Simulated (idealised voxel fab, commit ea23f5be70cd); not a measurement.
Process module, titled voxel spacer lines
Xsec cut, 250 nm wide, square cell size 5 nm.
Reading order for cross-sections: top band down to bottom band. Underlying form: a grid of square cells. Band size: one or more rows of cells.
What a band's entry tells you: where the top is and where the bottom is, as heights in nm, and after that what lies inside, material by material from left to right, each with its width in nm. Empty space is written as the word "air", and a single material marked with the word "all across" occupies the band from edge to edge.
Zero point of the height axis is 0; under it, received wafer = one material. Lowest band: continues down indefinitely, "from 0 down".
Quick explanation for "30 to 40": the width changes in equal steps down the rows of cells, from the first number in the band's top row to the second number in its bottom row.
When a step is marked "no change", none of the cells in the cross-section changed during that step.
Closed-off voids of 8+ cells (no open route to the top) go in "Cavities, closed", written width x height at distance from the left edge, in nm.
It should be noted that, on the line of a given step, the content following the step's settings is a remark produced by the simulator itself with respect to that step.
"overlay nm" answers the question of how far to the right of plan the mask lay on a step that has a mask, and when it is negative the answer is to the left.
-- Below is the list of planned process steps
1. RECEIVE, material Si
2. CONFORMAL_DEP, material Al2O3, thk nm 10
3. DIRECTIONAL_DEP, material polySi, thk nm 15
4. DIRECTIONAL_DEP, material aC, thk nm 30
5. PATTERN, tone cover, mask id MANDREL, material resist, width nm 15, pitch nm 70, thk nm 40, overlay nm 0
6. DIRECTIONAL_ETCH, etch materials aC, depth nm 30
7. STRIP, etch materials resist
8. CONFORMAL_DEP, material SiN, thk nm 15
9. DIRECTIONAL_ETCH, etch materials SiN, depth nm 15
10. STRIP, etch materials aC
11. DIRECTIONAL_ETCH, etch materials polySi, depth nm 15
12. STRIP, etch materials SiN
13. FILL_DEP, material SiO2, thk nm 5
14. CMP, height nm 25
Don't read the plan's width nm for step 5 as applying to every wafer: that's the first wafer's value, and the wafers differ in it, though they all start identical.
-- First of several wafers (as received, post step 1), cross-sectional view
> from 0 down  Si all across
> Cavities, closed: none
-- End-of-module cross-section, first of several wafers, after last step 14
> from 25 to 10  70 of SiO2  15 of polySi  15 of SiO2  15 of polySi  25 of SiO2  15 of polySi  15 of SiO2  15 of polySi  65 of SiO2
> from 10 to 0  Al2O3 all across
> from 0 down  Si all across
> Cavities, closed: none
-- So this is the cross-section on the last wafer at the end of the module
> from 25 to 10  60 of SiO2  15 of polySi  35 of SiO2  15 of polySi  5 of SiO2  15 of polySi  35 of SiO2  15 of polySi  55 of SiO2
> from 10 to 0  Al2O3 all across
> from 0 down  Si all across
> Cavities, closed: none
-- The rows of the table below are wafers. Looking at the end of the module, a row counts, for every material, the cells the wafer has gained, shown as (+), or lost, shown as (-), since it was received; its closed voids come next
width nm 15, +100 Al2O3, +114 SiO2, +36 polySi, Cavities, closed: none
width nm 20, +100 Al2O3, +114 SiO2, +36 polySi, Cavities, closed: none
width nm 25, +100 Al2O3, +114 SiO2, +36 polySi, Cavities, closed: none
width nm 30, +100 Al2O3, +114 SiO2, +36 polySi, Cavities, closed: none
width nm 35, +100 Al2O3, +114 SiO2, +36 polySi, Cavities, closed: none
